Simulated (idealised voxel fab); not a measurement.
This is a process module. Its name is voxel gate over fins.
Shown is cross-section cut, with a width of 250 nm and square cells of size 5 nm.
Square cells in a grid make up a cross-section in this document, and the grid is given as bands, listed from the top down, each one or more rows of cells.
It is stipulated that each band's entry specify, in nanometres, the height of the top of the band and then that of its bottom, followed by the materials of the band in left-to-right sequence, each together with its width in nanometres. A single material marked by the word "throughout" is understood to fill the band from edge to edge; the word "blank" is understood to denote empty space.
Counting heights begins at 0, where everything beneath is, in the wafer as received, one material. The lowest band has no bottom; it goes on downwards, as "z 0 and below" shows.
Width spec "30->40" -> top row of cells at first value, bottom row at second value, equal per-row change in between.
Reading "no alteration" for a step: not a cell of the cross-section changed in it.
The label "Listed closed voids" introduces a list of the empty spaces, 8 cells or larger, that have no open way up to the top; each entry in it reads width x height at distance, where the distance is taken from the left edge and all three are stated in nm.
On a step's line, text after the settings is the simulator commenting on that step.
overlay nm: right-of-plan distance of the mask on a masked step; negative values mean left-of-plan.

### Listed below are the process steps as planned
| 1 | RECEIVE | material Si |
| 2 | CONFORMAL_DEP | material SiN | thk nm 5 |
| 3 | DIRECTIONAL_DEP | material aC | thk nm 15 |
| 4 | PATTERN | tone cover | mask id FINS | material resist | width nm 15 | pitch nm 50 | thk nm 30 | overlay nm 0 |
| 5 | DIRECTIONAL_ETCH | etch materials aC | depth nm 15 |
| 6 | STRIP | etch materials resist |
| 7 | DIRECTIONAL_ETCH | etch materials SiN | depth nm 5 |
| 8 | DIRECTIONAL_ETCH | etch materials Si | depth nm 40 |
| 9 | STRIP | etch materials aC |
| 10 | FILL_DEP | material SiO2 | thk nm 15 |
| 11 | CMP | height nm 5 |
| 12 | DIRECTIONAL_DEP | material aC | thk nm 10 |
| 13 | PATTERN | tone open | mask id RAIL | material resist | width nm 15 | thk nm 25 | overlay nm 0 |
| 14 | DIRECTIONAL_ETCH | etch materials aC | depth nm 10 |
| 15 | STRIP | etch materials resist |
| 16 | DIRECTIONAL_ETCH | etch materials SiO2 | depth nm 40 |
| 17 | STRIP | etch materials aC |
| 18 | CONFORMAL_DEP | material TiN | thk nm 5 |
| 19 | FILL_DEP | material Ru | thk nm 5 |
| 20 | CMP | height nm 5 |
| 21 | SELECTIVE_ETCH | etch materials W Ru TiN | depth nm 20 |
| 22 | FILL_DEP | material SiO2 | thk nm 5 |
| 23 | CMP | height nm 5 |
| 24 | SELECTIVE_ETCH | etch materials SiO2 | depth nm 15 |
| 25 | STRIP | etch materials SiN |
| 26 | CONFORMAL_DEP | material HfO2 | thk nm 5 |
| 27 | CONFORMAL_DEP | material TiN | thk nm 5 |
| 28 | FILL_DEP | material W | thk nm 15 |
| 29 | CMP | height nm 20 |
| 30 | CONFORMAL_DEP | material SiN | thk nm 5 |

### What follows covers the first of two wafers; it ran as planned

### Cross-section: wafer on arrival = after step 1
* z 0 and below  Si throughout
* Listed closed voids: none

### State of the wafer after step 2, shown in cross-section
* z 5 to 0  SiN throughout
* Lower than 0, everything is as it was.

### State of the wafer after step 3, shown in cross-section
* z 20 to 5  aC throughout
* Lower than 5, everything is as it was.

### State of the wafer after step 4, shown in cross-section
* z 50 to 20  blank 65 nm, resist 15 nm, blank 35 nm, resist 15 nm, blank 35 nm, resist 15 nm, blank 70 nm
* Lower than 20, everything is as it was.

### State of the wafer after step 5, shown in cross-section
* z 35 to 20  blank 65 nm, resist 15 nm, blank 35 nm, resist 15 nm, blank 35 nm, resist 15 nm, blank 70 nm
* z 20 to 5  blank 65 nm, aC 15 nm, blank 35 nm, aC 15 nm, blank 35 nm, aC 15 nm, blank 70 nm
* Lower than 5, everything is as it was.

### State of the wafer after step 6, shown in cross-section
* z 20 to 5  blank 65 nm, aC 15 nm, blank 35 nm, aC 15 nm, blank 35 nm, aC 15 nm, blank 70 nm
* Lower than 5, everything is as it was.

### State of the wafer after step 7, shown in cross-section
* z 20 to 5  blank 65 nm, aC 15 nm, blank 35 nm, aC 15 nm, blank 35 nm, aC 15 nm, blank 70 nm
* z 5 to 0  blank 65 nm, SiN 15 nm, blank 35 nm, SiN 15 nm, blank 35 nm, SiN 15 nm, blank 70 nm
* Lower than 0, everything is as it was.

### State of the wafer after step 8, shown in cross-section
* z 20 to 5  blank 65 nm, aC 15 nm, blank 35 nm, aC 15 nm, blank 35 nm, aC 15 nm, blank 70 nm
* z 5 to 0  blank 65 nm, SiN 15 nm, blank 35 nm, SiN 15 nm, blank 35 nm, SiN 15 nm, blank 70 nm
* z 0 to -40  blank 65 nm, Si 15 nm, blank 35 nm, Si 15 nm, blank 35 nm, Si 15 nm, blank 70 nm
* Lower than -40, everything is as it was.

### State of the wafer after step 9, shown in cross-section
* z 5 to 0  blank 65 nm, SiN 15 nm, blank 35 nm, SiN 15 nm, blank 35 nm, SiN 15 nm, blank 70 nm
* Lower than 0, everything is as it was.

### State of the wafer after step 10, shown in cross-section
* z 20 to 5  SiO2 throughout
* z 5 to 0  SiO2 65 nm, SiN 15 nm, SiO2 35 nm, SiN 15 nm, SiO2 35 nm, SiN 15 nm, SiO2 70 nm
* z 0 to -40  SiO2 65 nm, Si 15 nm, SiO2 35 nm, Si 15 nm, SiO2 35 nm, Si 15 nm, SiO2 70 nm
* Lower than -40, everything is as it was.

### State of the wafer after step 11, shown in cross-section
* z 5 to 0  SiO2 65 nm, SiN 15 nm, SiO2 35 nm, SiN 15 nm, SiO2 35 nm, SiN 15 nm, SiO2 70 nm
* Lower than 0, everything is as it was.

### State of the wafer after step 12, shown in cross-section
* z 15 to 5  aC throughout
* Lower than 5, everything is as it was.

### State of the wafer after step 13, shown in cross-section
* z 40 to 15  resist 90 nm, blank 15 nm, resist 145 nm
* Lower than 15, everything is as it was.

### State of the wafer after step 14, shown in cross-section
* z 30 to 15  resist 90 nm, blank 15 nm, resist 145 nm
* z 15 to 5  aC 90 nm, blank 15 nm, aC 145 nm
* Lower than 5, everything is as it was.

### State of the wafer after step 15, shown in cross-section
* z 15 to 5  aC 90 nm, blank 15 nm, aC 145 nm
* Lower than 5, everything is as it was.

### State of the wafer after step 16, shown in cross-section
* z 15 to 5  aC 90 nm, blank 15 nm, aC 145 nm
* z 5 to 0  SiO2 65 nm, SiN 15 nm, SiO2 10 nm, blank 15 nm, SiO2 10 nm, SiN 15 nm, SiO2 35 nm, SiN 15 nm, SiO2 70 nm
* z 0 to -35  SiO2 65 nm, Si 15 nm, SiO2 10 nm, blank 15 nm, SiO2 10 nm, Si 15 nm, SiO2 35 nm, Si 15 nm, SiO2 70 nm
* Lower than -35, everything is as it was.

### State of the wafer after step 17, shown in cross-section
* z 5 to 0  SiO2 65 nm, SiN 15 nm, SiO2 10 nm, blank 15 nm, SiO2 10 nm, SiN 15 nm, SiO2 35 nm, SiN 15 nm, SiO2 70 nm
* Lower than 0, everything is as it was.

### State of the wafer after step 18, shown in cross-section
* z 10 to 5  TiN 95 nm, blank 5 nm, TiN 150 nm
* z 5 to 0  SiO2 65 nm, SiN 15 nm, SiO2 10 nm, TiN 5 nm, blank 5 nm, TiN 5 nm, SiO2 10 nm, SiN 15 nm, SiO2 35 nm, SiN 15 nm, SiO2 70 nm
* z 0 to -30  SiO2 65 nm, Si 15 nm, SiO2 10 nm, TiN 5 nm, blank 5 nm, TiN 5 nm, SiO2 10 nm, Si 15 nm, SiO2 35 nm, Si 15 nm, SiO2 70 nm
* z -30 to -35  SiO2 65 nm, Si 15 nm, SiO2 10 nm, TiN 15 nm, SiO2 10 nm, Si 15 nm, SiO2 35 nm, Si 15 nm, SiO2 70 nm
* Lower than -35, everything is as it was.

### State of the wafer after step 19, shown in cross-section
* z 15 to 10  Ru throughout
* z 10 to 5  TiN 95 nm, Ru 5 nm, TiN 150 nm
* z 5 to 0  SiO2 65 nm, SiN 15 nm, SiO2 10 nm, TiN 5 nm, Ru 5 nm, TiN 5 nm, SiO2 10 nm, SiN 15 nm, SiO2 35 nm, SiN 15 nm, SiO2 70 nm
* z 0 to -30  SiO2 65 nm, Si 15 nm, SiO2 10 nm, TiN 5 nm, Ru 5 nm, TiN 5 nm, SiO2 10 nm, Si 15 nm, SiO2 35 nm, Si 15 nm, SiO2 70 nm
* Lower than -30, everything is as it was.

### State of the wafer after step 20, shown in cross-section
* z 5 to 0  SiO2 65 nm, SiN 15 nm, SiO2 10 nm, TiN 5 nm, Ru 5 nm, TiN 5 nm, SiO2 10 nm, SiN 15 nm, SiO2 35 nm, SiN 15 nm, SiO2 70 nm
* Lower than 0, everything is as it was.

### State of the wafer after step 21, shown in cross-section
* z 5 to 0  SiO2 65 nm, SiN 15 nm, SiO2 10 nm, blank 15 nm, SiO2 10 nm, SiN 15 nm, SiO2 35 nm, SiN 15 nm, SiO2 70 nm
* z 0 to -15  SiO2 65 nm, Si 15 nm, SiO2 10 nm, blank 15 nm, SiO2 10 nm, Si 15 nm, SiO2 35 nm, Si 15 nm, SiO2 70 nm
* Lower than -15, everything is as it was.

### State of the wafer after step 22, shown in cross-section
* z 10 to 5  SiO2 throughout
* z 5 to 0  SiO2 65 nm, SiN 15 nm, SiO2 35 nm, SiN 15 nm, SiO2 35 nm, SiN 15 nm, SiO2 70 nm
* z 0 to -15  SiO2 65 nm, Si 15 nm, SiO2 35 nm, Si 15 nm, SiO2 35 nm, Si 15 nm, SiO2 70 nm
* Lower than -15, everything is as it was.

### State of the wafer after step 23, shown in cross-section
* z 5 to 0  SiO2 65 nm, SiN 15 nm, SiO2 35 nm, SiN 15 nm, SiO2 35 nm, SiN 15 nm, SiO2 70 nm
* Lower than 0, everything is as it was.

### State of the wafer after step 24, shown in cross-section
* z 5 to 0  blank 65 nm, SiN 15 nm, blank 35 nm, SiN 15 nm, blank 35 nm, SiN 15 nm, blank 70 nm
* z 0 to -10  blank 65 nm, Si 15 nm, blank 35 nm, Si 15 nm, blank 35 nm, Si 15 nm, blank 70 nm
* Lower than -10, everything is as it was.

### State of the wafer after step 25, shown in cross-section
* z 0 to -10  blank 65 nm, Si 15 nm, blank 35 nm, Si 15 nm, blank 35 nm, Si 15 nm, blank 70 nm
* Lower than -10, everything is as it was.

### State of the wafer after step 26, shown in cross-section
* z 5 to 0  blank 60 nm, HfO2 25 nm, blank 25 nm, HfO2 25 nm, blank 25 nm, HfO2 25 nm, blank 65 nm
* z 0 to -5  blank 60 nm, HfO2 5 nm, Si 15 nm, HfO2 5 nm, blank 25 nm, HfO2 5 nm, Si 15 nm, HfO2 5 nm, blank 25 nm, HfO2 5 nm, Si 15 nm, HfO2 5 nm, blank 65 nm
* z -5 to -10  HfO2 65 nm, Si 15 nm, HfO2 35 nm, Si 15 nm, HfO2 35 nm, Si 15 nm, HfO2 70 nm
* Lower than -10, everything is as it was.

### State of the wafer after step 27, shown in cross-section
* z 10 to 5  blank 55 nm, TiN 35 nm, blank 15 nm, TiN 35 nm, blank 15 nm, TiN 35 nm, blank 60 nm
* z 5 to 0  blank 55 nm, TiN 5 nm, HfO2 25 nm, TiN 5 nm, blank 15 nm, TiN 5 nm, HfO2 25 nm, TiN 5 nm, blank 15 nm, TiN 5 nm, HfO2 25 nm, TiN 5 nm, blank 60 nm
* z 0 to -5  TiN 60 nm, HfO2 5 nm, Si 15 nm, HfO2 5 nm, TiN 25 nm, HfO2 5 nm, Si 15 nm, HfO2 5 nm, TiN 25 nm, HfO2 5 nm, Si 15 nm, HfO2 5 nm, TiN 65 nm
* Lower than -5, everything is as it was.

### State of the wafer after step 28, shown in cross-section
* z 25 to 10  W throughout
* z 10 to 5  W 55 nm, TiN 35 nm, W 15 nm, TiN 35 nm, W 15 nm, TiN 35 nm, W 60 nm
* z 5 to 0  W 55 nm, TiN 5 nm, HfO2 25 nm, TiN 5 nm, W 15 nm, TiN 5 nm, HfO2 25 nm, TiN 5 nm, W 15 nm, TiN 5 nm, HfO2 25 nm, TiN 5 nm, W 60 nm
* Lower than 0, everything is as it was.

### State of the wafer after step 29, shown in cross-section
* z 20 to 10  W throughout
* Lower than 10, everything is as it was.

### State of the wafer after step 30, shown in cross-section
* z 25 to 20  SiN throughout
* Lower than 20, everything is as it was.

### The second wafer: identical to the first at the outset and in its planned sequence, differing only in that one mistake was made during processing; up to and including step 12, its path is the first wafer's path

### Second wafer at the planned finish of step 13, seen in cross-section
* z 40 to 15  blank 90 nm, resist 15 nm, blank 145 nm
* Lower than 15, everything is as it was.

### Second wafer at the planned finish of step 14, seen in cross-section
* z 30 to 15  blank 90 nm, resist 15 nm, blank 145 nm
* z 15 to 5  blank 90 nm, aC 15 nm, blank 145 nm
* Lower than 5, everything is as it was.

### Second wafer at the planned finish of step 15, seen in cross-section
* z 15 to 5  blank 90 nm, aC 15 nm, blank 145 nm
* Lower than 5, everything is as it was.

### Second wafer at the planned finish of step 16, seen in cross-section
* z 15 to 5  blank 90 nm, aC 15 nm, blank 145 nm
* z 5 to 0  blank 65 nm, SiN 15 nm, blank 10 nm, SiO2 15 nm, blank 10 nm, SiN 15 nm, blank 35 nm, SiN 15 nm, blank 70 nm
* z 0 to -35  blank 65 nm, Si 15 nm, blank 10 nm, SiO2 15 nm, blank 10 nm, Si 15 nm, blank 35 nm, Si 15 nm, blank 70 nm
* Lower than -35, everything is as it was.

### Second wafer at the planned finish of step 17, seen in cross-section
* z 5 to 0  blank 65 nm, SiN 15 nm, blank 10 nm, SiO2 15 nm, blank 10 nm, SiN 15 nm, blank 35 nm, SiN 15 nm, blank 70 nm
* Lower than 0, everything is as it was.

### Second wafer at the planned finish of step 18, seen in cross-section
* z 10 to 5  blank 60 nm, TiN 75 nm, blank 25 nm, TiN 25 nm, blank 65 nm
* z 5 to 0  blank 60 nm, TiN 5 nm, SiN 15 nm, TiN 10 nm, SiO2 15 nm, TiN 10 nm, SiN 15 nm, TiN 5 nm, blank 25 nm, TiN 5 nm, SiN 15 nm, TiN 5 nm, blank 65 nm
* z 0 to -30  blank 60 nm, TiN 5 nm, Si 15 nm, TiN 10 nm, SiO2 15 nm, TiN 10 nm, Si 15 nm, TiN 5 nm, blank 25 nm, TiN 5 nm, Si 15 nm, TiN 5 nm, blank 65 nm
* z -30 to -35  TiN 65 nm, Si 15 nm, TiN 10 nm, SiO2 15 nm, TiN 10 nm, Si 15 nm, TiN 35 nm, Si 15 nm, TiN 70 nm
* Lower than -35, everything is as it was.

### Second wafer at the planned finish of step 19, seen in cross-section
* z 15 to 10  Ru throughout
* z 10 to 5  Ru 60 nm, TiN 75 nm, Ru 25 nm, TiN 25 nm, Ru 65 nm
* z 5 to 0  Ru 60 nm, TiN 5 nm, SiN 15 nm, TiN 10 nm, SiO2 15 nm, TiN 10 nm, SiN 15 nm, TiN 5 nm, Ru 25 nm, TiN 5 nm, SiN 15 nm, TiN 5 nm, Ru 65 nm
* z 0 to -30  Ru 60 nm, TiN 5 nm, Si 15 nm, TiN 10 nm, SiO2 15 nm, TiN 10 nm, Si 15 nm, TiN 5 nm, Ru 25 nm, TiN 5 nm, Si 15 nm, TiN 5 nm, Ru 65 nm
* Lower than -30, everything is as it was.

### Second wafer at the planned finish of step 20, seen in cross-section
* z 5 to 0  Ru 60 nm, TiN 5 nm, SiN 15 nm, TiN 10 nm, SiO2 15 nm, TiN 10 nm, SiN 15 nm, TiN 5 nm, Ru 25 nm, TiN 5 nm, SiN 15 nm, TiN 5 nm, Ru 65 nm
* Lower than 0, everything is as it was.

### Second wafer at the planned finish of step 21, seen in cross-section
* z 5 to 0  blank 65 nm, SiN 15 nm, blank 10 nm, SiO2 15 nm, blank 10 nm, SiN 15 nm, blank 35 nm, SiN 15 nm, blank 70 nm
* z 0 to -15  blank 65 nm, Si 15 nm, blank 10 nm, SiO2 15 nm, blank 10 nm, Si 15 nm, blank 35 nm, Si 15 nm, blank 70 nm
* Lower than -15, everything is as it was.

### Second wafer at the planned finish of step 22, seen in cross-section
* z 10 to 5  SiO2 throughout
* z 5 to 0  SiO2 65 nm, SiN 15 nm, SiO2 35 nm, SiN 15 nm, SiO2 35 nm, SiN 15 nm, SiO2 70 nm
* z 0 to -15  SiO2 65 nm, Si 15 nm, SiO2 35 nm, Si 15 nm, SiO2 35 nm, Si 15 nm, SiO2 70 nm
* Lower than -15, everything is as it was.

### Second wafer at the planned finish of step 23, seen in cross-section
* z 5 to 0  SiO2 65 nm, SiN 15 nm, SiO2 35 nm, SiN 15 nm, SiO2 35 nm, SiN 15 nm, SiO2 70 nm
* Lower than 0, everything is as it was.

### Second wafer at the planned finish of step 24, seen in cross-section
* z 5 to 0  blank 65 nm, SiN 15 nm, blank 35 nm, SiN 15 nm, blank 35 nm, SiN 15 nm, blank 70 nm
* z 0 to -10  blank 65 nm, Si 15 nm, blank 35 nm, Si 15 nm, blank 35 nm, Si 15 nm, blank 70 nm
* Lower than -10, everything is as it was.

### Second wafer at the planned finish of step 25, seen in cross-section
* z 0 to -10  blank 65 nm, Si 15 nm, blank 35 nm, Si 15 nm, blank 35 nm, Si 15 nm, blank 70 nm
* Lower than -10, everything is as it was.

### Second wafer at the planned finish of step 26, seen in cross-section
* z 5 to 0  blank 60 nm, HfO2 25 nm, blank 25 nm, HfO2 25 nm, blank 25 nm, HfO2 25 nm, blank 65 nm
* z 0 to -5  blank 60 nm, HfO2 5 nm, Si 15 nm, HfO2 5 nm, blank 25 nm, HfO2 5 nm, Si 15 nm, HfO2 5 nm, blank 25 nm, HfO2 5 nm, Si 15 nm, HfO2 5 nm, blank 65 nm
* z -5 to -10  HfO2 65 nm, Si 15 nm, HfO2 35 nm, Si 15 nm, HfO2 35 nm, Si 15 nm, HfO2 70 nm
* Lower than -10, everything is as it was.

### Second wafer at the planned finish of step 27, seen in cross-section
* z 10 to 5  blank 55 nm, TiN 35 nm, blank 15 nm, TiN 35 nm, blank 15 nm, TiN 35 nm, blank 60 nm
* z 5 to 0  blank 55 nm, TiN 5 nm, HfO2 25 nm, TiN 5 nm, blank 15 nm, TiN 5 nm, HfO2 25 nm, TiN 5 nm, blank 15 nm, TiN 5 nm, HfO2 25 nm, TiN 5 nm, blank 60 nm
* z 0 to -5  TiN 60 nm, HfO2 5 nm, Si 15 nm, HfO2 5 nm, TiN 25 nm, HfO2 5 nm, Si 15 nm, HfO2 5 nm, TiN 25 nm, HfO2 5 nm, Si 15 nm, HfO2 5 nm, TiN 65 nm
* Lower than -5, everything is as it was.

### Second wafer at the planned finish of step 28, seen in cross-section
* z 25 to 10  W throughout
* z 10 to 5  W 55 nm, TiN 35 nm, W 15 nm, TiN 35 nm, W 15 nm, TiN 35 nm, W 60 nm
* z 5 to 0  W 55 nm, TiN 5 nm, HfO2 25 nm, TiN 5 nm, W 15 nm, TiN 5 nm, HfO2 25 nm, TiN 5 nm, W 15 nm, TiN 5 nm, HfO2 25 nm, TiN 5 nm, W 60 nm
* Lower than 0, everything is as it was.

### Second wafer at the planned finish of step 29, seen in cross-section
* z 20 to 10  W throughout
* Lower than 10, everything is as it was.

### Second wafer at the planned finish of step 30, seen in cross-section
* z 25 to 20  SiN throughout
* Lower than 20, everything is as it was.
Deviation noted in wafer processing: step 13 did not happen as planned, as run it was PATTERN | tone cover | mask id RAIL | material resist | width nm 15 | thk nm 25 | overlay nm 0
Final wafer comparison in cells, second versus first, more or fewer per material: Ru +87; SiO2 -140; TiN +53
